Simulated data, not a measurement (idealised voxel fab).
process module | voxel capacitor over wiring
cross-section cut | 165 nm wide | cells 5 nm
A cross-section is a grid of square cells, given in bands from the top down. A band is one or more rows of cells.
Each band's line starts with the height of the band's top and of its bottom, in nm. Then come its materials from left to right, each with its width in nm. One material with "throughout" fills the band from edge to edge. "air" is empty space.
Height 0 is the level under which the wafer as received is all one material. The lowest band goes on downwards, as in "0 down".
A width such as "30 to 40" changes by the same amount from each row of cells to the next, from the band's top row to its bottom row.
"no change" after a step means that no cell of the cross-section changed.
closed voids: empty space of 8 cells or more with no open way to the top, each as width x height at its distance from the left edge, in nm
after a step's settings: what the simulator itself notes on the step
overlay nm, on a step with a mask: how far to the right of its planned place the mask lay; to the left if negative
plan
1 op RECEIVE | material Si
2 op CONFORMAL_DEP | material SiO2 | thk nm 10
3 op DIRECTIONAL_DEP | material TiN | thk nm 5
4 op DIRECTIONAL_DEP | material W | thk nm 15
5 op PATTERN | tone cover | mask id METAL_1 | material resist | width nm 30 | pitch nm 85 | thk nm 15 | overlay nm 0
6 op DIRECTIONAL_ETCH | etch materials W | depth nm 15
7 op DIRECTIONAL_ETCH | etch materials TiN | depth nm 5
8 op STRIP | etch materials resist
9 op FILL_DEP | material SiO2 | thk nm 5
10 op CMP | height nm 30
11 op CONFORMAL_DEP | material SiCN | thk nm 5
12 op DIRECTIONAL_DEP | material SiO2 | thk nm 10
13 op MASKED_ETCH | tone open | mask id PLUG_1 | width nm 15 | etch materials SiO2 | depth nm 10 | overlay nm 0
14 op MASKED_ETCH | tone open | mask id PLUG_1 | width nm 15 | etch materials SiCN | depth nm 5 | overlay nm 0
15 op EPI | material Ru | thk nm 10
16 op EPI | material Ru | thk nm 5
17 op DIRECTIONAL_DEP | material TiN | thk nm 5
18 op DIRECTIONAL_DEP | material SiN | thk nm 5
19 op DIRECTIONAL_DEP | material TiN | thk nm 5
20 op MASKED_ETCH | tone cover | mask id UPPER_PLATE | width nm 60 | etch materials TiN | depth nm 5 | overlay nm 0
21 op MASKED_ETCH | tone cover | mask id UPPER_PLATE | width nm 60 | etch materials SiN | depth nm 5 | overlay nm 0
22 op MASKED_ETCH | tone cover | mask id LOWER_PLATE | width nm 70 | etch materials TiN | depth nm 5 | overlay nm 0
23 op FILL_DEP | material SiO2 | thk nm 20
24 op CMP | height nm 75
25 op PATTERN | tone open | mask id PLUG_2 | material resist | width nm 15 | thk nm 20 | overlay nm 0
26 op DIRECTIONAL_ETCH | etch materials SiO2 | depth nm 15
27 op STRIP | etch materials resist
28 op CONFORMAL_DEP | material TiN | thk nm 5
29 op FILL_DEP | material W | thk nm 5
30 op CMP | height nm 75
31 op CONFORMAL_DEP | material SiN | thk nm 5
as received, after step 1
  0 down: Si throughout
  closed voids: none
first wafer at the end, as planned
  80 to 75: SiN throughout
  75 to 65: SiO2 50 | TiN 5 | W 5 | TiN 5 | SiO2 100
  65 to 55: SiO2 50 to 40 | TiN 15 to 60 | SiO2 100 to 65
  55 to 50: SiO2 40 | SiN 60 | SiO2 65
  50 to 45: SiO2 35 | TiN 70 | SiO2 60
  45 to 35: SiO2 40 | Ru 15 | SiO2 110
  35 to 30: SiCN 40 | Ru 15 | SiCN 110
  30 to 15: SiO2 25 | W 30 | SiO2 55 | W 30 | SiO2 25
  15 to 10: SiO2 25 | TiN 30 | SiO2 55 | TiN 30 | SiO2 25
  10 to 0: SiO2 throughout
  0 down: Si throughout
  closed voids: none
second wafer at the end: like start, like plan, one mistake
  80 to 75: SiO2 throughout
  75 to 65: SiO2 50 | TiN 5 | W 5 | TiN 5 | SiO2 100
  65 to 55: SiO2 50 to 40 | TiN 15 to 60 | SiO2 100 to 65
  55 to 50: SiO2 40 | SiN 60 | SiO2 65
  50 to 45: SiO2 35 | TiN 70 | SiO2 60
  45 to 35: SiO2 40 | Ru 15 | SiO2 110
  35 to 30: SiCN 40 | Ru 15 | SiCN 110
  30 to 15: SiO2 25 | W 30 | SiO2 55 | W 30 | SiO2 25
  15 to 10: SiO2 25 | TiN 30 | SiO2 55 | TiN 30 | SiO2 25
  10 to 0: SiO2 throughout
  0 down: Si throughout
  closed voids: none
what went wrong: step 31 ran as: op CONFORMAL_DEP | material SiO2 | thk nm 5
at the end the second wafer has, in cells: 33 fewer of SiN | 33 more of SiO2
